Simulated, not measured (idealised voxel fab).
Title: Process Module voxel capacitor over wiring
Shown is cross-section cut, with a width of 210 nm and square cells of size 5 nm.
A cross-section is written here as square cells arranged in a grid, and it is given in bands from the top down, each band taking up one or more rows of cells.
Top, bottom (nm), then materials left to right with widths (nm); lone material tagged "edge to edge" fills the whole band edge to edge; "blank" = empty space.
Counting heights begins at 0, where everything beneath is, in the wafer as received, one material. The lowest band has no bottom; it goes on downwards, as "0..down" shows.
You'd read "30..40" like this: the band's top row of cells is as wide as the first number, its bottom row is as wide as the second, and going down, every row changes width by the same amount as the row before did.
Key: "no alteration" - step with no changed cell in the cross-section.
Reported under the label "Sealed cavities" are the empty spaces having no open way to the top and comprising 8 cells or more; the notation for each is width x height at distance, in which the distance is measured from the left edge and all three values are in nm.
Where a step's line continues beyond its settings, the continuation is a remark by the simulator itself on that step.
On any step carrying a mask, the "overlay nm" setting, if present on the step's line, tells how far right of its planned place the mask lay; negative values point to the left.
This section lists the process steps that were planned
1: RECEIVE with material Si
2: CONFORMAL_DEP with material SiO2, thk nm 15
3: CONFORMAL_DEP with material SiCN, thk nm 5
4: DIRECTIONAL_DEP with material SiO2, thk nm 25
5: MASKED_ETCH with tone open, mask id METAL_1, width nm 25, pitch nm 75, etch materials SiO2, depth nm 25, overlay nm 0
6: MASKED_ETCH with tone open, mask id METAL_1, width nm 25, pitch nm 75, etch materials SiCN, depth nm 5, overlay nm 0
7: CONFORMAL_DEP with material TiN, thk nm 5
8: FILL_DEP with material W, thk nm 10
9: CMP with height nm 45
10: EPI with material Ru, thk nm 5
11: FILL_DEP with material SiCN, thk nm 5
12: DIRECTIONAL_DEP with material SiO2, thk nm 10
13: MASKED_ETCH with tone open, mask id PLUG_1, width nm 15, etch materials SiO2, depth nm 10, overlay nm 0
14: MASKED_ETCH with tone open, mask id PLUG_1, width nm 15, etch materials SiCN, depth nm 5, overlay nm 0
15: CONFORMAL_DEP with material TiN, thk nm 5
16: FILL_DEP with material W, thk nm 5
17: CMP with height nm 65
18: DIRECTIONAL_DEP with material TiN, thk nm 10
19: DIRECTIONAL_DEP with material Al2O3, thk nm 5
20: DIRECTIONAL_DEP with material TiN, thk nm 10
21: PATTERN with tone cover, mask id UPPER_PLATE, material resist, width nm 55, thk nm 20, overlay nm 0
22: DIRECTIONAL_ETCH with etch materials TiN, depth nm 10
23: DIRECTIONAL_ETCH with etch materials Al2O3, depth nm 5
24: STRIP with etch materials resist
25: PATTERN with tone cover, mask id LOWER_PLATE, material resist, width nm 65, thk nm 15, overlay nm 0
26: DIRECTIONAL_ETCH with etch materials TiN, depth nm 10
27: STRIP with etch materials resist
28: FILL_DEP with material SiO2, thk nm 20
29: CMP with height nm 105
30: PATTERN with tone open, mask id PLUG_2, material resist, width nm 15, thk nm 20, overlay nm 0
31: DIRECTIONAL_ETCH with etch materials SiO2, depth nm 15
32: STRIP with etch materials resist
33: CONFORMAL_DEP with material TiN, thk nm 5
34: FILL_DEP with material Ru, thk nm 5
35: CMP with height nm 105
36: CONFORMAL_DEP with material SiCN, thk nm 5
As received (post step 1): cross-section
> 0..down  Si edge to edge
> Sealed cavities: none
First wafer of two, sectioned at end of module; run went per plan
> 110..105  SiCN edge to edge
> 105..95  SiO2=75 | TiN=5 | Ru=5 | TiN=5 | SiO2=120
> 95..90  SiO2=75 | TiN=15 | SiO2=120
> 90..80  SiO2=65 | TiN=55 | SiO2=90
> 80..75  SiO2=65 | Al2O3=55 | SiO2=90
> 75..65  SiO2=60 | TiN=65 | SiO2=85
> 65..55  SiO2=65 | TiN=5 | W=5 | TiN=5 | SiO2=130
> 55..50  SiCN=65 | TiN=15 | SiCN=130
> 50..45  SiCN=50 | Ru=35 | SiCN=40 | Ru=35 | SiCN=50
> 45..20  SiO2=55 | TiN=5 | W=15 | TiN=5 | SiO2=50 | TiN=5 | W=15 | TiN=5 | SiO2=55
> 20..15  SiCN=55 | TiN=25 | SiCN=50 | TiN=25 | SiCN=55
> 15..0  SiO2 edge to edge
> 0..down  Si edge to edge
> Sealed cavities: none
This is the second of the two wafers, cross-sectioned at the end of the module; it started exactly like the first and was given the same plan, but it was run with one mistake
> 110..105  SiCN edge to edge
> 105..90  Al2O3 edge to edge
> 90..80  Al2O3=65 | TiN=55 | Al2O3=90
> 80..75  Al2O3 edge to edge
> 75..65  Al2O3=60 | TiN=65 | Al2O3=85
> 65..55  SiO2=65 | TiN=5 | W=5 | TiN=5 | SiO2=130
> 55..50  SiCN=65 | TiN=15 | SiCN=130
> 50..45  SiCN=50 | Ru=35 | SiCN=40 | Ru=35 | SiCN=50
> 45..20  SiO2=55 | TiN=5 | W=15 | TiN=5 | SiO2=50 | TiN=5 | W=15 | TiN=5 | SiO2=55
> 20..15  SiCN=55 | TiN=25 | SiCN=50 | TiN=25 | SiCN=55
> 15..0  SiO2 edge to edge
> 0..down  Si edge to edge
> Sealed cavities: none
Diagnosis: rather than as planned, step 28 actually ran as FILL_DEP with material Al2O3, thk nm 20
at the end the second wafer has, in cells: 277 more of Al2O3, 2 fewer of Ru, 268 fewer of SiO2, 7 fewer of TiN
